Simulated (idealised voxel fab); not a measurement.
Title: Process Module voxel wiring stack
This is section cut - it's 285 nm across, gridded in 5 nm square cells.
How to read a cross-section here: the picture is a grid of square cells, written as bands going from the top down, and any band can span one or more rows of cells. The entry gives the band's vertical extent as a top height and a bottom height in nm, then its horizontal make-up as materials from left to right, each with a width in nm. "blank" stands for empty space; a single material marked "throughout" fills the band edge to edge. The reference from which all heights are counted is 0, the level beneath which the as-received wafer is entirely one material; the lowest band, having no lower bound, proceeds downward and is written after the example "0 nm and below". The width entry "30 to 40" should be interpreted row by row: the top row of cells in the band takes the first number, the bottom row takes the second number, and the change between adjacent rows is uniform throughout. "nothing altered" -> step changed no cross-section cell. Basically, "Non-vented voids" tells you about the enclosed voids: empty spaces with no open way to the top, 8 cells or bigger, each written width x height at distance, where distance is from the left edge, all in nm. That trailing text on a step's line, after the settings, is the simulator's own remark on the step. When a step includes a mask, the "overlay nm" setting on its line states how far to the right of its planned place that mask lay, and negative values state how far to the left.

**Set out below are the planned steps of the process**
1) op RECEIVE | material Si
2) op CONFORMAL_DEP | material SiO2 | thk nm 15
3) op CONFORMAL_DEP | material SiCN | thk nm 5
4) op DIRECTIONAL_DEP | material SiO2 | thk nm 25
5) op MASKED_ETCH | tone open | mask id METAL_1 | width nm 25 | pitch nm 40 | etch materials SiO2 | depth nm 25 | overlay nm 0
6) op MASKED_ETCH | tone open | mask id METAL_1 | width nm 25 | pitch nm 40 | etch materials SiCN | depth nm 5 | overlay nm 0
7) op CONFORMAL_DEP | material TiN | thk nm 5
8) op FILL_DEP | material Ru | thk nm 10
9) op CMP | height nm 45
10) op EPI | material Ru | thk nm 5
11) op FILL_DEP | material SiCN | thk nm 5
12) op DIRECTIONAL_DEP | material lowk | thk nm 35
13) op MASKED_ETCH | tone open | mask id METAL_2 | width nm 25 | pitch nm 40 | etch materials lowk | depth nm 20 | overlay nm 0
14) op MASKED_ETCH | tone open | mask id METAL_2_HOLES | width nm 15 | pitch nm 80 | etch materials lowk | depth nm 15 | overlay nm 0
15) op MASKED_ETCH | tone open | mask id METAL_2_HOLES | width nm 15 | pitch nm 80 | etch materials SiCN | depth nm 5 | overlay nm 0
16) op CONFORMAL_DEP | material TiN | thk nm 5
17) op FILL_DEP | material Cu | thk nm 5
18) op CMP | height nm 90
19) op CONFORMAL_DEP | material SiCN | thk nm 5
20) op DIRECTIONAL_DEP | material SiO2 | thk nm 10
21) op DIRECTIONAL_DEP | material aC | thk nm 15
22) op PATTERN | tone open | mask id PLUG_2 | material resist | width nm 15 | pitch nm 40 | thk nm 35 | overlay nm 0
23) op DIRECTIONAL_ETCH | etch materials aC | depth nm 15
24) op STRIP | etch materials resist
25) op DIRECTIONAL_ETCH | etch materials SiO2 | depth nm 10
26) op DIRECTIONAL_ETCH | etch materials SiCN | depth nm 5
27) op STRIP | etch materials aC
28) op EPI | material Ru | thk nm 10
29) op EPI | material Ru | thk nm 5
30) op CONFORMAL_DEP | material SiN | thk nm 5
31) op DIRECTIONAL_DEP | material lowk | thk nm 20
32) op DIRECTIONAL_DEP | material aC | thk nm 10
33) op PATTERN | tone open | mask id METAL_3 | material resist | width nm 25 | pitch nm 40 | thk nm 30 | overlay nm 0
34) op DIRECTIONAL_ETCH | etch materials aC | depth nm 10
35) op STRIP | etch materials resist
36) op DIRECTIONAL_ETCH | etch materials lowk | depth nm 20
37) op DIRECTIONAL_ETCH | etch materials SiN | depth nm 5
38) op STRIP | etch materials aC
39) op CONFORMAL_DEP | material TiN | thk nm 5
40) op FILL_DEP | material W | thk nm 10
41) op CMP | height nm 130
42) op CONFORMAL_DEP | material SiCN | thk nm 5
43) op DIRECTIONAL_DEP | material lowk | thk nm 15
44) op DIRECTIONAL_DEP | material aC | thk nm 15
45) op PATTERN | tone open | mask id PLUG_3 | material resist | width nm 15 | pitch nm 80 | thk nm 35 | overlay nm 0
46) op DIRECTIONAL_ETCH | etch materials aC | depth nm 15
47) op STRIP | etch materials resist
48) op DIRECTIONAL_ETCH | etch materials lowk | depth nm 15
49) op DIRECTIONAL_ETCH | etch materials SiCN | depth nm 5
50) op STRIP | etch materials aC
51) op EPI | material Ru | thk nm 10
52) op EPI | material Ru | thk nm 10
53) op DIRECTIONAL_DEP | material TiN | thk nm 5
54) op DIRECTIONAL_DEP | material Ru | thk nm 15
55) op MASKED_ETCH | tone cover | mask id METAL_4 | width nm 25 | pitch nm 40 | etch materials Ru | depth nm 15 | overlay nm 0
56) op MASKED_ETCH | tone cover | mask id METAL_4 | width nm 25 | pitch nm 40 | etch materials TiN | depth nm 5 | overlay nm 0
57) op CONFORMAL_DEP | material SiCN | thk nm 5
58) op FILL_DEP | material lowk | thk nm 10
59) op CMP | height nm 170
60) op CONFORMAL_DEP | material SiCN | thk nm 5

**The first of two wafers, run as planned**

**Cross-section of the incoming wafer, state after step 1**
	0 nm and below | Si throughout
	Non-vented voids: none

**Cross-section of the wafer subsequent to step 2**
	15 nm to 0 nm | SiO2 throughout
	Lower than 0, everything is as it was.

**Cross-section of the wafer subsequent to step 3**
	20 nm to 15 nm | SiCN throughout
	Lower than 15, everything is as it was.

**Cross-section of the wafer subsequent to step 4**
	45 nm to 20 nm | SiO2 throughout
	Lower than 20, everything is as it was.

**Cross-section of the wafer subsequent to step 5**
	45 nm to 20 nm | SiO2 70 nm, then blank 25 nm, then SiO2 15 nm, then blank 25 nm, then SiO2 15 nm, then blank 25 nm, then SiO2 15 nm, then blank 25 nm, then SiO2 70 nm
	Lower than 20, everything is as it was.

**Cross-section of the wafer subsequent to step 6**
	45 nm to 20 nm | SiO2 70 nm, then blank 25 nm, then SiO2 15 nm, then blank 25 nm, then SiO2 15 nm, then blank 25 nm, then SiO2 15 nm, then blank 25 nm, then SiO2 70 nm
	20 nm to 15 nm | SiCN 70 nm, then blank 25 nm, then SiCN 15 nm, then blank 25 nm, then SiCN 15 nm, then blank 25 nm, then SiCN 15 nm, then blank 25 nm, then SiCN 70 nm
	Lower than 15, everything is as it was.

**Cross-section of the wafer subsequent to step 7**
	50 nm to 45 nm | TiN 75 nm, then blank 15 nm, then TiN 25 nm, then blank 15 nm, then TiN 25 nm, then blank 15 nm, then TiN 25 nm, then blank 15 nm, then TiN 75 nm
	45 nm to 20 nm | SiO2 70 nm, then TiN 5 nm, then blank 15 nm, then TiN 5 nm, then SiO2 15 nm, then TiN 5 nm, then blank 15 nm, then TiN 5 nm, then SiO2 15 nm, then TiN 5 nm, then blank 15 nm, then TiN 5 nm, then SiO2 15 nm, then TiN 5 nm, then blank 15 nm, then TiN 5 nm, then SiO2 70 nm
	20 nm to 15 nm | SiCN 70 nm, then TiN 25 nm, then SiCN 15 nm, then TiN 25 nm, then SiCN 15 nm, then TiN 25 nm, then SiCN 15 nm, then TiN 25 nm, then SiCN 70 nm
	Lower than 15, everything is as it was.

**Cross-section of the wafer subsequent to step 8**
	60 nm to 50 nm | Ru throughout
	50 nm to 45 nm | TiN 75 nm, then Ru 15 nm, then TiN 25 nm, then Ru 15 nm, then TiN 25 nm, then Ru 15 nm, then TiN 25 nm, then Ru 15 nm, then TiN 75 nm
	45 nm to 20 nm | SiO2 70 nm, then TiN 5 nm, then Ru 15 nm, then TiN 5 nm, then SiO2 15 nm, then TiN 5 nm, then Ru 15 nm, then TiN 5 nm, then SiO2 15 nm, then TiN 5 nm, then Ru 15 nm, then TiN 5 nm, then SiO2 15 nm, then TiN 5 nm, then Ru 15 nm, then TiN 5 nm, then SiO2 70 nm
	Lower than 20, everything is as it was.

**Cross-section of the wafer subsequent to step 9**
	45 nm to 20 nm | SiO2 70 nm, then TiN 5 nm, then Ru 15 nm, then TiN 5 nm, then SiO2 15 nm, then TiN 5 nm, then Ru 15 nm, then TiN 5 nm, then SiO2 15 nm, then TiN 5 nm, then Ru 15 nm, then TiN 5 nm, then SiO2 15 nm, then TiN 5 nm, then Ru 15 nm, then TiN 5 nm, then SiO2 70 nm
	Lower than 20, everything is as it was.

**Cross-section of the wafer subsequent to step 10**
	50 nm to 45 nm | blank 65 nm, then Ru 35 nm, then blank 5 nm, then Ru 35 nm, then blank 5 nm, then Ru 35 nm, then blank 5 nm, then Ru 35 nm, then blank 65 nm
	Lower than 45, everything is as it was.

**Cross-section of the wafer subsequent to step 11**
	55 nm to 50 nm | SiCN throughout
	50 nm to 45 nm | SiCN 65 nm, then Ru 35 nm, then SiCN 5 nm, then Ru 35 nm, then SiCN 5 nm, then Ru 35 nm, then SiCN 5 nm, then Ru 35 nm, then SiCN 65 nm
	Lower than 45, everything is as it was.

**Cross-section of the wafer subsequent to step 12**
	90 nm to 55 nm | lowk throughout
	Lower than 55, everything is as it was.

**Cross-section of the wafer subsequent to step 13**
	90 nm to 70 nm | lowk 70 nm, then blank 25 nm, then lowk 15 nm, then blank 25 nm, then lowk 15 nm, then blank 25 nm, then lowk 15 nm, then blank 25 nm, then lowk 70 nm
	Lower than 70, everything is as it was.

**Cross-section of the wafer subsequent to step 14**
	90 nm to 70 nm | lowk 70 nm, then blank 25 nm, then lowk 15 nm, then blank 25 nm, then lowk 15 nm, then blank 25 nm, then lowk 15 nm, then blank 25 nm, then lowk 70 nm
	70 nm to 55 nm | lowk 70 nm, then blank 15 nm, then lowk 65 nm, then blank 15 nm, then lowk 120 nm
	Lower than 55, everything is as it was.

**Cross-section of the wafer subsequent to step 15**
	90 nm to 70 nm | lowk 70 nm, then blank 25 nm, then lowk 15 nm, then blank 25 nm, then lowk 15 nm, then blank 25 nm, then lowk 15 nm, then blank 25 nm, then lowk 70 nm
	70 nm to 55 nm | lowk 70 nm, then blank 15 nm, then lowk 65 nm, then blank 15 nm, then lowk 120 nm
	55 nm to 50 nm | SiCN 70 nm, then blank 15 nm, then SiCN 65 nm, then blank 15 nm, then SiCN 120 nm
	Lower than 50, everything is as it was.

**Cross-section of the wafer subsequent to step 16**
	95 nm to 90 nm | TiN 75 nm, then blank 15 nm, then TiN 25 nm, then blank 15 nm, then TiN 25 nm, then blank 15 nm, then TiN 25 nm, then blank 15 nm, then TiN 75 nm
	90 nm to 75 nm | lowk 70 nm, then TiN 5 nm, then blank 15 nm, then TiN 5 nm, then lowk 15 nm, then TiN 5 nm, then blank 15 nm, then TiN 5 nm, then lowk 15 nm, then TiN 5 nm, then blank 15 nm, then TiN 5 nm, then lowk 15 nm, then TiN 5 nm, then blank 15 nm, then TiN 5 nm, then lowk 70 nm
	75 nm to 70 nm | lowk 70 nm, then TiN 5 nm, then blank 5 nm, then TiN 15 nm, then lowk 15 nm, then TiN 25 nm, then lowk 15 nm, then TiN 5 nm, then blank 5 nm, then TiN 15 nm, then lowk 15 nm, then TiN 25 nm, then lowk 70 nm
	70 nm to 55 nm | lowk 70 nm, then TiN 5 nm, then blank 5 nm, then TiN 5 nm, then lowk 65 nm, then TiN 5 nm, then blank 5 nm, then TiN 5 nm, then lowk 120 nm
	55 nm to 50 nm | SiCN 70 nm, then TiN 15 nm, then SiCN 65 nm, then TiN 15 nm, then SiCN 120 nm
	Lower than 50, everything is as it was.

**Cross-section of the wafer subsequent to step 17**
	100 nm to 95 nm | Cu throughout
	95 nm to 90 nm | TiN 75 nm, then Cu 15 nm, then TiN 25 nm, then Cu 15 nm, then TiN 25 nm, then Cu 15 nm, then TiN 25 nm, then Cu 15 nm, then TiN 75 nm
	90 nm to 75 nm | lowk 70 nm, then TiN 5 nm, then Cu 15 nm, then TiN 5 nm, then lowk 15 nm, then TiN 5 nm, then Cu 15 nm, then TiN 5 nm, then lowk 15 nm, then TiN 5 nm, then Cu 15 nm, then TiN 5 nm, then lowk 15 nm, then TiN 5 nm, then Cu 15 nm, then TiN 5 nm, then lowk 70 nm
	75 nm to 70 nm | lowk 70 nm, then TiN 5 nm, then Cu 5 nm, then TiN 15 nm, then lowk 15 nm, then TiN 25 nm, then lowk 15 nm, then TiN 5 nm, then Cu 5 nm, then TiN 15 nm, then lowk 15 nm, then TiN 25 nm, then lowk 70 nm
	70 nm to 55 nm | lowk 70 nm, then TiN 5 nm, then Cu 5 nm, then TiN 5 nm, then lowk 65 nm, then TiN 5 nm, then Cu 5 nm, then TiN 5 nm, then lowk 120 nm
	Lower than 55, everything is as it was.

**Cross-section of the wafer subsequent to step 18**
	90 nm to 75 nm | lowk 70 nm, then TiN 5 nm, then Cu 15 nm, then TiN 5 nm, then lowk 15 nm, then TiN 5 nm, then Cu 15 nm, then TiN 5 nm, then lowk 15 nm, then TiN 5 nm, then Cu 15 nm, then TiN 5 nm, then lowk 15 nm, then TiN 5 nm, then Cu 15 nm, then TiN 5 nm, then lowk 70 nm
	Lower than 75, everything is as it was.

**Cross-section of the wafer subsequent to step 19**
	95 nm to 90 nm | SiCN throughout
	Lower than 90, everything is as it was.

**Cross-section of the wafer subsequent to step 20**
	105 nm to 95 nm | SiO2 throughout
	Lower than 95, everything is as it was.

**Cross-section of the wafer subsequent to step 21**
	120 nm to 105 nm | aC throughout
	Lower than 105, everything is as it was.

**Cross-section of the wafer subsequent to step 22**
	155 nm to 120 nm | resist 70 nm, then blank 15 nm, then resist 25 nm, then blank 15 nm, then resist 25 nm, then blank 15 nm, then resist 25 nm, then blank 15 nm, then resist 80 nm
	Lower than 120, everything is as it was.

**Cross-section of the wafer subsequent to step 23**
	140 nm to 120 nm | resist 70 nm, then blank 15 nm, then resist 25 nm, then blank 15 nm, then resist 25 nm, then blank 15 nm, then resist 25 nm, then blank 15 nm, then resist 80 nm
	120 nm to 105 nm | aC 70 nm, then blank 15 nm, then aC 25 nm, then blank 15 nm, then aC 25 nm, then blank 15 nm, then aC 25 nm, then blank 15 nm, then aC 80 nm
	Lower than 105, everything is as it was.

**Cross-section of the wafer subsequent to step 24**
	120 nm to 105 nm | aC 70 nm, then blank 15 nm, then aC 25 nm, then blank 15 nm, then aC 25 nm, then blank 15 nm, then aC 25 nm, then blank 15 nm, then aC 80 nm
	Lower than 105, everything is as it was.

**Cross-section of the wafer subsequent to step 25**
	120 nm to 105 nm | aC 70 nm, then blank 15 nm, then aC 25 nm, then blank 15 nm, then aC 25 nm, then blank 15 nm, then aC 25 nm, then blank 15 nm, then aC 80 nm
	105 nm to 95 nm | SiO2 70 nm, then blank 15 nm, then SiO2 25 nm, then blank 15 nm, then SiO2 25 nm, then blank 15 nm, then SiO2 25 nm, then blank 15 nm, then SiO2 80 nm
	Lower than 95, everything is as it was.

**Cross-section of the wafer subsequent to step 26**
	120 nm to 105 nm | aC 70 nm, then blank 15 nm, then aC 25 nm, then blank 15 nm, then aC 25 nm, then blank 15 nm, then aC 25 nm, then blank 15 nm, then aC 80 nm
	105 nm to 95 nm | SiO2 70 nm, then blank 15 nm, then SiO2 25 nm, then blank 15 nm, then SiO2 25 nm, then blank 15 nm, then SiO2 25 nm, then blank 15 nm, then SiO2 80 nm
	95 nm to 90 nm | SiCN 70 nm, then blank 15 nm, then SiCN 25 nm, then blank 15 nm, then SiCN 25 nm, then blank 15 nm, then SiCN 25 nm, then blank 15 nm, then SiCN 80 nm
	Lower than 90, everything is as it was.

**Cross-section of the wafer subsequent to step 27**
	105 nm to 95 nm | SiO2 70 nm, then blank 15 nm, then SiO2 25 nm, then blank 15 nm, then SiO2 25 nm, then blank 15 nm, then SiO2 25 nm, then blank 15 nm, then SiO2 80 nm
	Lower than 95, everything is as it was.

**Cross-section of the wafer subsequent to step 28**
	105 nm to 100 nm | SiO2 70 nm, then blank 15 nm, then SiO2 25 nm, then blank 15 nm, then SiO2 25 nm, then blank 15 nm, then SiO2 25 nm, then blank 15 nm, then SiO2 80 nm
	100 nm to 95 nm | SiO2 70 nm, then Ru 15 nm, then SiO2 25 nm, then Ru 15 nm, then SiO2 25 nm, then Ru 15 nm, then SiO2 25 nm, then Ru 15 nm, then SiO2 80 nm
	95 nm to 90 nm | SiCN 70 nm, then Ru 15 nm, then SiCN 25 nm, then Ru 15 nm, then SiCN 25 nm, then Ru 15 nm, then SiCN 25 nm, then Ru 15 nm, then SiCN 80 nm
	Lower than 90, everything is as it was.

**Cross-section of the wafer subsequent to step 29**
	105 nm to 95 nm | SiO2 70 nm, then Ru 15 nm, then SiO2 25 nm, then Ru 15 nm, then SiO2 25 nm, then Ru 15 nm, then SiO2 25 nm, then Ru 15 nm, then SiO2 80 nm
	Lower than 95, everything is as it was.

**Cross-section of the wafer subsequent to step 30**
	110 nm to 105 nm | SiN throughout
	Lower than 105, everything is as it was.

**Cross-section of the wafer subsequent to step 31**
	130 nm to 110 nm | lowk throughout
	Lower than 110, everything is as it was.

**Cross-section of the wafer subsequent to step 32**
	140 nm to 130 nm | aC throughout
	Lower than 130, everything is as it was.

**Cross-section of the wafer subsequent to step 33**
	170 nm to 140 nm | resist 70 nm, then blank 25 nm, then resist 15 nm, then blank 25 nm, then resist 15 nm, then blank 25 nm, then resist 15 nm, then blank 25 nm, then resist 70 nm
	Lower than 140, everything is as it was.

**Cross-section of the wafer subsequent to step 34**
	160 nm to 140 nm | resist 70 nm, then blank 25 nm, then resist 15 nm, then blank 25 nm, then resist 15 nm, then blank 25 nm, then resist 15 nm, then blank 25 nm, then resist 70 nm
	140 nm to 130 nm | aC 70 nm, then blank 25 nm, then aC 15 nm, then blank 25 nm, then aC 15 nm, then blank 25 nm, then aC 15 nm, then blank 25 nm, then aC 70 nm
	Lower than 130, everything is as it was.

**Cross-section of the wafer subsequent to step 35**
	140 nm to 130 nm | aC 70 nm, then blank 25 nm, then aC 15 nm, then blank 25 nm, then aC 15 nm, then blank 25 nm, then aC 15 nm, then blank 25 nm, then aC 70 nm
	Lower than 130, everything is as it was.

**Cross-section of the wafer subsequent to step 36**
	140 nm to 130 nm | aC 70 nm, then blank 25 nm, then aC 15 nm, then blank 25 nm, then aC 15 nm, then blank 25 nm, then aC 15 nm, then blank 25 nm, then aC 70 nm
	130 nm to 110 nm | lowk 70 nm, then blank 25 nm, then lowk 15 nm, then blank 25 nm, then lowk 15 nm, then blank 25 nm, then lowk 15 nm, then blank 25 nm, then lowk 70 nm
	Lower than 110, everything is as it was.

**Cross-section of the wafer subsequent to step 37**
	140 nm to 130 nm | aC 70 nm, then blank 25 nm, then aC 15 nm, then blank 25 nm, then aC 15 nm, then blank 25 nm, then aC 15 nm, then blank 25 nm, then aC 70 nm
	130 nm to 110 nm | lowk 70 nm, then blank 25 nm, then lowk 15 nm, then blank 25 nm, then lowk 15 nm, then blank 25 nm, then lowk 15 nm, then blank 25 nm, then lowk 70 nm
	110 nm to 105 nm | SiN 70 nm, then blank 25 nm, then SiN 15 nm, then blank 25 nm, then SiN 15 nm, then blank 25 nm, then SiN 15 nm, then blank 25 nm, then SiN 70 nm
	Lower than 105, everything is as it was.

**Cross-section of the wafer subsequent to step 38**
	130 nm to 110 nm | lowk 70 nm, then blank 25 nm, then lowk 15 nm, then blank 25 nm, then lowk 15 nm, then blank 25 nm, then lowk 15 nm, then blank 25 nm, then lowk 70 nm
	Lower than 110, everything is as it was.

**Cross-section of the wafer subsequent to step 39**
	135 nm to 130 nm | TiN 75 nm, then blank 15 nm, then TiN 25 nm, then blank 15 nm, then TiN 25 nm, then blank 15 nm, then TiN 25 nm, then blank 15 nm, then TiN 75 nm
	130 nm to 110 nm | lowk 70 nm, then TiN 5 nm, then blank 15 nm, then TiN 5 nm, then lowk 15 nm, then TiN 5 nm, then blank 15 nm, then TiN 5 nm, then lowk 15 nm, then TiN 5 nm, then blank 15 nm, then TiN 5 nm, then lowk 15 nm, then TiN 5 nm, then blank 15 nm, then TiN 5 nm, then lowk 70 nm
	110 nm to 105 nm | SiN 70 nm, then TiN 25 nm, then SiN 15 nm, then TiN 25 nm, then SiN 15 nm, then TiN 25 nm, then SiN 15 nm, then TiN 25 nm, then SiN 70 nm
	Lower than 105, everything is as it was.

**Cross-section of the wafer subsequent to step 40**
	145 nm to 135 nm | W throughout
	135 nm to 130 nm | TiN 75 nm, then W 15 nm, then TiN 25 nm, then W 15 nm, then TiN 25 nm, then W 15 nm, then TiN 25 nm, then W 15 nm, then TiN 75 nm
	130 nm to 110 nm | lowk 70 nm, then TiN 5 nm, then W 15 nm, then TiN 5 nm, then lowk 15 nm, then TiN 5 nm, then W 15 nm, then TiN 5 nm, then lowk 15 nm, then TiN 5 nm, then W 15 nm, then TiN 5 nm, then lowk 15 nm, then TiN 5 nm, then W 15 nm, then TiN 5 nm, then lowk 70 nm
	Lower than 110, everything is as it was.

**Cross-section of the wafer subsequent to step 41**
	130 nm to 110 nm | lowk 70 nm, then TiN 5 nm, then W 15 nm, then TiN 5 nm, then lowk 15 nm, then TiN 5 nm, then W 15 nm, then TiN 5 nm, then lowk 15 nm, then TiN 5 nm, then W 15 nm, then TiN 5 nm, then lowk 15 nm, then TiN 5 nm, then W 15 nm, then TiN 5 nm, then lowk 70 nm
	Lower than 110, everything is as it was.

**Cross-section of the wafer subsequent to step 42**
	135 nm to 130 nm | SiCN throughout
	Lower than 130, everything is as it was.

**Cross-section of the wafer subsequent to step 43**
	150 nm to 135 nm | lowk throughout
	Lower than 135, everything is as it was.

**Cross-section of the wafer subsequent to step 44**
	165 nm to 150 nm | aC throughout
	Lower than 150, everything is as it was.

**Cross-section of the wafer subsequent to step 45**
	200 nm to 165 nm | resist 70 nm, then blank 15 nm, then resist 65 nm, then blank 15 nm, then resist 120 nm
	Lower than 165, everything is as it was.

**Cross-section of the wafer subsequent to step 46**
	185 nm to 165 nm | resist 70 nm, then blank 15 nm, then resist 65 nm, then blank 15 nm, then resist 120 nm
	165 nm to 150 nm | aC 70 nm, then blank 15 nm, then aC 65 nm, then blank 15 nm, then aC 120 nm
	Lower than 150, everything is as it was.

**Cross-section of the wafer subsequent to step 47**
	165 nm to 150 nm | aC 70 nm, then blank 15 nm, then aC 65 nm, then blank 15 nm, then aC 120 nm
	Lower than 150, everything is as it was.

**Cross-section of the wafer subsequent to step 48**
	165 nm to 150 nm | aC 70 nm, then blank 15 nm, then aC 65 nm, then blank 15 nm, then aC 120 nm
	150 nm to 135 nm | lowk 70 nm, then blank 15 nm, then lowk 65 nm, then blank 15 nm, then lowk 120 nm
	Lower than 135, everything is as it was.

**Cross-section of the wafer subsequent to step 49**
	165 nm to 150 nm | aC 70 nm, then blank 15 nm, then aC 65 nm, then blank 15 nm, then aC 120 nm
	150 nm to 135 nm | lowk 70 nm, then blank 15 nm, then lowk 65 nm, then blank 15 nm, then lowk 120 nm
	135 nm to 130 nm | SiCN 70 nm, then blank 15 nm, then SiCN 65 nm, then blank 15 nm, then SiCN 120 nm
	Lower than 130, everything is as it was.

**Cross-section of the wafer subsequent to step 50**
	150 nm to 135 nm | lowk 70 nm, then blank 15 nm, then lowk 65 nm, then blank 15 nm, then lowk 120 nm
	Lower than 135, everything is as it was.

**Cross-section of the wafer subsequent to step 51**
	150 nm to 140 nm | lowk 70 nm, then blank 15 nm, then lowk 65 nm, then blank 15 nm, then lowk 120 nm
	140 nm to 135 nm | lowk 70 nm, then Ru 15 nm, then lowk 65 nm, then Ru 15 nm, then lowk 120 nm
	135 nm to 130 nm | SiCN 70 nm, then Ru 15 nm, then SiCN 65 nm, then Ru 15 nm, then SiCN 120 nm
	Lower than 130, everything is as it was.

**Cross-section of the wafer subsequent to step 52**
	150 nm to 135 nm | lowk 70 nm, then Ru 15 nm, then lowk 65 nm, then Ru 15 nm, then lowk 120 nm
	Lower than 135, everything is as it was.

**Cross-section of the wafer subsequent to step 53**
	155 nm to 150 nm | TiN throughout
	Lower than 150, everything is as it was.

**Cross-section of the wafer subsequent to step 54**
	170 nm to 155 nm | Ru throughout
	Lower than 155, everything is as it was.

**Cross-section of the wafer subsequent to step 55**
	170 nm to 155 nm | blank 70 nm, then Ru 25 nm, then blank 15 nm, then Ru 25 nm, then blank 15 nm, then Ru 25 nm, then blank 15 nm, then Ru 25 nm, then blank 70 nm
	Lower than 155, everything is as it was.

**Cross-section of the wafer subsequent to step 56**
	170 nm to 155 nm | blank 70 nm, then Ru 25 nm, then blank 15 nm, then Ru 25 nm, then blank 15 nm, then Ru 25 nm, then blank 15 nm, then Ru 25 nm, then blank 70 nm
	155 nm to 150 nm | blank 70 nm, then TiN 25 nm, then blank 15 nm, then TiN 25 nm, then blank 15 nm, then TiN 25 nm, then blank 15 nm, then TiN 25 nm, then blank 70 nm
	Lower than 150, everything is as it was.

**Cross-section of the wafer subsequent to step 57**
	175 nm to 170 nm | blank 65 nm, then SiCN 35 nm, then blank 5 nm, then SiCN 35 nm, then blank 5 nm, then SiCN 35 nm, then blank 5 nm, then SiCN 35 nm, then blank 65 nm
	170 nm to 155 nm | blank 65 nm, then SiCN 5 nm, then Ru 25 nm, then SiCN 5 nm, then blank 5 nm, then SiCN 5 nm, then Ru 25 nm, then SiCN 5 nm, then blank 5 nm, then SiCN 5 nm, then Ru 25 nm, then SiCN 5 nm, then blank 5 nm, then SiCN 5 nm, then Ru 25 nm, then SiCN 5 nm, then blank 65 nm
	155 nm to 150 nm | SiCN 70 nm, then TiN 25 nm, then SiCN 15 nm, then TiN 25 nm, then SiCN 15 nm, then TiN 25 nm, then SiCN 15 nm, then TiN 25 nm, then SiCN 70 nm
	Lower than 150, everything is as it was.

**Cross-section of the wafer subsequent to step 58**
	185 nm to 175 nm | lowk throughout
	175 nm to 170 nm | lowk 65 nm, then SiCN 35 nm, then lowk 5 nm, then SiCN 35 nm, then lowk 5 nm, then SiCN 35 nm, then lowk 5 nm, then SiCN 35 nm, then lowk 65 nm
	170 nm to 155 nm | lowk 65 nm, then SiCN 5 nm, then Ru 25 nm, then SiCN 5 nm, then lowk 5 nm, then SiCN 5 nm, then Ru 25 nm, then SiCN 5 nm, then lowk 5 nm, then SiCN 5 nm, then Ru 25 nm, then SiCN 5 nm, then lowk 5 nm, then SiCN 5 nm, then Ru 25 nm, then SiCN 5 nm, then lowk 65 nm
	Lower than 155, everything is as it was.

**Cross-section of the wafer subsequent to step 59**
	170 nm to 155 nm | lowk 65 nm, then SiCN 5 nm, then Ru 25 nm, then SiCN 5 nm, then lowk 5 nm, then SiCN 5 nm, then Ru 25 nm, then SiCN 5 nm, then lowk 5 nm, then SiCN 5 nm, then Ru 25 nm, then SiCN 5 nm, then lowk 5 nm, then SiCN 5 nm, then Ru 25 nm, then SiCN 5 nm, then lowk 65 nm
	Lower than 155, everything is as it was.

**Cross-section of the wafer subsequent to step 60**
	175 nm to 170 nm | SiCN throughout
	Lower than 170, everything is as it was.

**Okay, second wafer. Nothing different at the start, nothing different in the plan, just one mistake somewhere in the running. As far as step 53, counting that step, it's the first wafer all over again**

**Cross-section: second wafer, time at which step 54 was scheduled to end**
	165 nm to 155 nm | Ru throughout
	Lower than 155, everything is as it was.

**Cross-section: second wafer, time at which step 55 was scheduled to end**
	165 nm to 155 nm | blank 70 nm, then Ru 25 nm, then blank 15 nm, then Ru 25 nm, then blank 15 nm, then Ru 25 nm, then blank 15 nm, then Ru 25 nm, then blank 70 nm
	Lower than 155, everything is as it was.

**Cross-section: second wafer, time at which step 56 was scheduled to end**
	165 nm to 155 nm | blank 70 nm, then Ru 25 nm, then blank 15 nm, then Ru 25 nm, then blank 15 nm, then Ru 25 nm, then blank 15 nm, then Ru 25 nm, then blank 70 nm
	155 nm to 150 nm | blank 70 nm, then TiN 25 nm, then blank 15 nm, then TiN 25 nm, then blank 15 nm, then TiN 25 nm, then blank 15 nm, then TiN 25 nm, then blank 70 nm
	Lower than 150, everything is as it was.

**Cross-section: second wafer, time at which step 57 was scheduled to end**
	170 nm to 165 nm | blank 65 nm, then SiCN 35 nm, then blank 5 nm, then SiCN 35 nm, then blank 5 nm, then SiCN 35 nm, then blank 5 nm, then SiCN 35 nm, then blank 65 nm
	165 nm to 155 nm | blank 65 nm, then SiCN 5 nm, then Ru 25 nm, then SiCN 5 nm, then blank 5 nm, then SiCN 5 nm, then Ru 25 nm, then SiCN 5 nm, then blank 5 nm, then SiCN 5 nm, then Ru 25 nm, then SiCN 5 nm, then blank 5 nm, then SiCN 5 nm, then Ru 25 nm, then SiCN 5 nm, then blank 65 nm
	155 nm to 150 nm | SiCN 70 nm, then TiN 25 nm, then SiCN 15 nm, then TiN 25 nm, then SiCN 15 nm, then TiN 25 nm, then SiCN 15 nm, then TiN 25 nm, then SiCN 70 nm
	Lower than 150, everything is as it was.

**Cross-section: second wafer, time at which step 58 was scheduled to end**
	180 nm to 170 nm | lowk throughout
	170 nm to 165 nm | lowk 65 nm, then SiCN 35 nm, then lowk 5 nm, then SiCN 35 nm, then lowk 5 nm, then SiCN 35 nm, then lowk 5 nm, then SiCN 35 nm, then lowk 65 nm
	165 nm to 155 nm | lowk 65 nm, then SiCN 5 nm, then Ru 25 nm, then SiCN 5 nm, then lowk 5 nm, then SiCN 5 nm, then Ru 25 nm, then SiCN 5 nm, then lowk 5 nm, then SiCN 5 nm, then Ru 25 nm, then SiCN 5 nm, then lowk 5 nm, then SiCN 5 nm, then Ru 25 nm, then SiCN 5 nm, then lowk 65 nm
	Lower than 155, everything is as it was.

**Cross-section: second wafer, time at which step 59 was scheduled to end**
	170 nm to 165 nm | lowk 65 nm, then SiCN 35 nm, then lowk 5 nm, then SiCN 35 nm, then lowk 5 nm, then SiCN 35 nm, then lowk 5 nm, then SiCN 35 nm, then lowk 65 nm
	Lower than 165, everything is as it was.

**Cross-section: second wafer, time at which step 60 was scheduled to end**
	175 nm to 170 nm | SiCN throughout
	Lower than 170, everything is as it was.
Processing error: step 54 was run on a setting that differed from the plan, and what really ran there is op DIRECTIONAL_DEP | material Ru | thk nm 10
Wrapping up, a cell-based count of both wafers puts the second over or under the first for these materials: Ru -20; SiCN +20
